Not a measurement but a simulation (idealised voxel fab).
process module | voxel self aligned vias
cross-section cut | 280 nm wide | cells 5 nm
A cross-section is a grid of square cells, given in bands from the top down. A band is one or more rows of cells.
Each band's line starts with the height of the band's top and of its bottom, in nm. Then come its materials from left to right, each with its width in nm. One material with "throughout" fills the band from edge to edge. "air" is empty space.
Height 0 is the level under which the wafer as received is all one material. The lowest band goes on downwards, as in "0 down".
A width such as "30 to 40" changes by the same amount from each row of cells to the next, from the band's top row to its bottom row.
"no change" after a step means that no cell of the cross-section changed.
closed voids: empty space of 8 cells or more with no open way to the top, each as width x height at its distance from the left edge, in nm
after a step's settings: what the simulator itself notes on the step
overlay nm, on a step with a mask: how far to the right of its planned place the mask lay; to the left if negative
plan
1 op RECEIVE | material Si
2 op CONFORMAL_DEP | material SiO2 | thk nm 10
3 op CONFORMAL_DEP | material SiCN | thk nm 5
4 op DIRECTIONAL_DEP | material SiO2 | thk nm 25
5 op PATTERN | tone open | mask id LINES | material resist | width nm 20 | pitch nm 50 | thk nm 15 | overlay nm 0
6 op DIRECTIONAL_ETCH | etch materials SiO2 | depth nm 25
7 op STRIP | etch materials resist
8 op CONFORMAL_DEP | material TiN | thk nm 5
9 op FILL_DEP | material Ru | thk nm 10
10 op CMP | height nm 40
11 op SELECTIVE_ETCH | etch materials W Ru TiN | depth nm 5
12 op FILL_DEP | material SiN | thk nm 10
13 op CMP | height nm 40
14 op DIRECTIONAL_DEP | material SiO2 | thk nm 20
15 op MASKED_ETCH | tone open | mask id VIAS | width nm 30 | pitch nm 50 | etch materials SiO2 | depth nm 20 | overlay nm 0
16 op MASKED_ETCH | tone open | mask id VIAS | width nm 30 | pitch nm 50 | etch materials SiN | depth nm 5 | overlay nm 0
17 op CONFORMAL_DEP | material TiN | thk nm 5
18 op FILL_DEP | material W | thk nm 10
19 op CMP | height nm 60
20 op CONFORMAL_DEP | material SiCN | thk nm 5
first wafer, as planned
as received, after step 1
  0 down: Si throughout
  closed voids: none
after step 2
  10 to 0: SiO2 throughout
  below 0: unchanged
after step 3
  15 to 10: SiCN throughout
  below 10: unchanged
after step 4
  40 to 15: SiO2 throughout
  below 15: unchanged
after step 5
  55 to 40: resist 80 | air 20 | resist 30 | air 20 | resist 30 | air 20 | resist 80
  below 40: unchanged
after step 6
  55 to 40: resist 80 | air 20 | resist 30 | air 20 | resist 30 | air 20 | resist 80
  40 to 15: SiO2 80 | air 20 | SiO2 30 | air 20 | SiO2 30 | air 20 | SiO2 80
  below 15: unchanged
after step 7
  40 to 15: SiO2 80 | air 20 | SiO2 30 | air 20 | SiO2 30 | air 20 | SiO2 80
  below 15: unchanged
after step 8
  45 to 40: TiN 85 | air 10 | TiN 40 | air 10 | TiN 40 | air 10 | TiN 85
  40 to 20: SiO2 80 | TiN 5 | air 10 | TiN 5 | SiO2 30 | TiN 5 | air 10 | TiN 5 | SiO2 30 | TiN 5 | air 10 | TiN 5 | SiO2 80
  20 to 15: SiO2 80 | TiN 20 | SiO2 30 | TiN 20 | SiO2 30 | TiN 20 | SiO2 80
  below 15: unchanged
after step 9
  55 to 45: Ru throughout
  45 to 40: TiN 85 | Ru 10 | TiN 40 | Ru 10 | TiN 40 | Ru 10 | TiN 85
  40 to 20: SiO2 80 | TiN 5 | Ru 10 | TiN 5 | SiO2 30 | TiN 5 | Ru 10 | TiN 5 | SiO2 30 | TiN 5 | Ru 10 | TiN 5 | SiO2 80
  below 20: unchanged
after step 10
  40 to 20: SiO2 80 | TiN 5 | Ru 10 | TiN 5 | SiO2 30 | TiN 5 | Ru 10 | TiN 5 | SiO2 30 | TiN 5 | Ru 10 | TiN 5 | SiO2 80
  below 20: unchanged
after step 11
  40 to 35: SiO2 80 | air 20 | SiO2 30 | air 20 | SiO2 30 | air 20 | SiO2 80
  below 35: unchanged
after step 12
  50 to 40: SiN throughout
  40 to 35: SiO2 80 | SiN 20 | SiO2 30 | SiN 20 | SiO2 30 | SiN 20 | SiO2 80
  below 35: unchanged
after step 13
  40 to 35: SiO2 80 | SiN 20 | SiO2 30 | SiN 20 | SiO2 30 | SiN 20 | SiO2 80
  below 35: unchanged
after step 14
  60 to 40: SiO2 throughout
  below 40: unchanged
after step 15
  60 to 40: SiO2 75 | air 30 | SiO2 20 | air 30 | SiO2 20 | air 30 | SiO2 75
  below 40: unchanged
after step 16
  60 to 40: SiO2 75 | air 30 | SiO2 20 | air 30 | SiO2 20 | air 30 | SiO2 75
  40 to 35: SiO2 80 | air 20 | SiO2 30 | air 20 | SiO2 30 | air 20 | SiO2 80
  below 35: unchanged
after step 17
  65 to 60: TiN 80 | air 20 | TiN 30 | air 20 | TiN 30 | air 20 | TiN 80
  60 to 45: SiO2 75 | TiN 5 | air 20 | TiN 5 | SiO2 20 | TiN 5 | air 20 | TiN 5 | SiO2 20 | TiN 5 | air 20 | TiN 5 | SiO2 75
  45 to 40: SiO2 75 | TiN 10 | air 10 | TiN 10 | SiO2 20 | TiN 10 | air 10 | TiN 10 | SiO2 20 | TiN 10 | air 10 | TiN 10 | SiO2 75
  40 to 35: SiO2 80 | TiN 20 | SiO2 30 | TiN 20 | SiO2 30 | TiN 20 | SiO2 80
  below 35: unchanged
after step 18
  75 to 65: W throughout
  65 to 60: TiN 80 | W 20 | TiN 30 | W 20 | TiN 30 | W 20 | TiN 80
  60 to 45: SiO2 75 | TiN 5 | W 20 | TiN 5 | SiO2 20 | TiN 5 | W 20 | TiN 5 | SiO2 20 | TiN 5 | W 20 | TiN 5 | SiO2 75
  45 to 40: SiO2 75 | TiN 10 | W 10 | TiN 10 | SiO2 20 | TiN 10 | W 10 | TiN 10 | SiO2 20 | TiN 10 | W 10 | TiN 10 | SiO2 75
  below 40: unchanged
after step 19
  60 to 45: SiO2 75 | TiN 5 | W 20 | TiN 5 | SiO2 20 | TiN 5 | W 20 | TiN 5 | SiO2 20 | TiN 5 | W 20 | TiN 5 | SiO2 75
  below 45: unchanged
after step 20
  65 to 60: SiCN throughout
  below 60: unchanged
second wafer: like start, like plan, one mistake. Through step 1 it matches the first wafer
when step 2 should have ended: no change
when step 3 should have ended
  5 to 0: SiCN throughout
  below 0: unchanged
when step 4 should have ended
  30 to 5: SiO2 throughout
  below 5: unchanged
when step 5 should have ended
  45 to 30: resist 80 | air 20 | resist 30 | air 20 | resist 30 | air 20 | resist 80
  below 30: unchanged
when step 6 should have ended
  45 to 30: resist 80 | air 20 | resist 30 | air 20 | resist 30 | air 20 | resist 80
  30 to 5: SiO2 80 | air 20 | SiO2 30 | air 20 | SiO2 30 | air 20 | SiO2 80
  below 5: unchanged
when step 7 should have ended
  30 to 5: SiO2 80 | air 20 | SiO2 30 | air 20 | SiO2 30 | air 20 | SiO2 80
  below 5: unchanged
when step 8 should have ended
  35 to 30: TiN 85 | air 10 | TiN 40 | air 10 | TiN 40 | air 10 | TiN 85
  30 to 10: SiO2 80 | TiN 5 | air 10 | TiN 5 | SiO2 30 | TiN 5 | air 10 | TiN 5 | SiO2 30 | TiN 5 | air 10 | TiN 5 | SiO2 80
  10 to 5: SiO2 80 | TiN 20 | SiO2 30 | TiN 20 | SiO2 30 | TiN 20 | SiO2 80
  below 5: unchanged
when step 9 should have ended
  45 to 35: Ru throughout
  35 to 30: TiN 85 | Ru 10 | TiN 40 | Ru 10 | TiN 40 | Ru 10 | TiN 85
  30 to 10: SiO2 80 | TiN 5 | Ru 10 | TiN 5 | SiO2 30 | TiN 5 | Ru 10 | TiN 5 | SiO2 30 | TiN 5 | Ru 10 | TiN 5 | SiO2 80
  below 10: unchanged
when step 10 should have ended
  40 to 35: Ru throughout
  below 35: unchanged
when step 11 should have ended
  35 to 30: TiN 85 | Ru 10 | TiN 40 | Ru 10 | TiN 40 | Ru 10 | TiN 85
  below 30: unchanged
when step 12 should have ended
  45 to 35: SiN throughout
  below 35: unchanged
when step 13 should have ended
  40 to 35: SiN throughout
  below 35: unchanged
when step 14 should have ended
  60 to 40: SiO2 throughout
  below 40: unchanged
when step 15 should have ended
  60 to 40: SiO2 75 | air 30 | SiO2 20 | air 30 | SiO2 20 | air 30 | SiO2 75
  below 40: unchanged
when step 16 should have ended
  60 to 40: SiO2 75 | air 30 | SiO2 20 | air 30 | SiO2 20 | air 30 | SiO2 75
  40 to 35: SiN 75 | air 30 | SiN 20 | air 30 | SiN 20 | air 30 | SiN 75
  below 35: unchanged
when step 17 should have ended
  65 to 60: TiN 80 | air 20 | TiN 30 | air 20 | TiN 30 | air 20 | TiN 80
  60 to 40: SiO2 75 | TiN 5 | air 20 | TiN 5 | SiO2 20 | TiN 5 | air 20 | TiN 5 | SiO2 20 | TiN 5 | air 20 | TiN 5 | SiO2 75
  40 to 35: SiN 75 | TiN 30 | SiN 20 | TiN 30 | SiN 20 | TiN 30 | SiN 75
  below 35: unchanged
when step 18 should have ended
  75 to 65: W throughout
  65 to 60: TiN 80 | W 20 | TiN 30 | W 20 | TiN 30 | W 20 | TiN 80
  60 to 40: SiO2 75 | TiN 5 | W 20 | TiN 5 | SiO2 20 | TiN 5 | W 20 | TiN 5 | SiO2 20 | TiN 5 | W 20 | TiN 5 | SiO2 75
  below 40: unchanged
when step 19 should have ended
  60 to 40: SiO2 75 | TiN 5 | W 20 | TiN 5 | SiO2 20 | TiN 5 | W 20 | TiN 5 | SiO2 20 | TiN 5 | W 20 | TiN 5 | SiO2 75
  below 40: unchanged
when step 20 should have ended
  65 to 60: SiCN throughout
  below 60: unchanged
what went wrong: step 2 was left out
at the end the second wafer has, in cells: 12 more of Ru | 38 more of SiN | 112 fewer of SiO2 | 56 more of TiN | 6 more of W
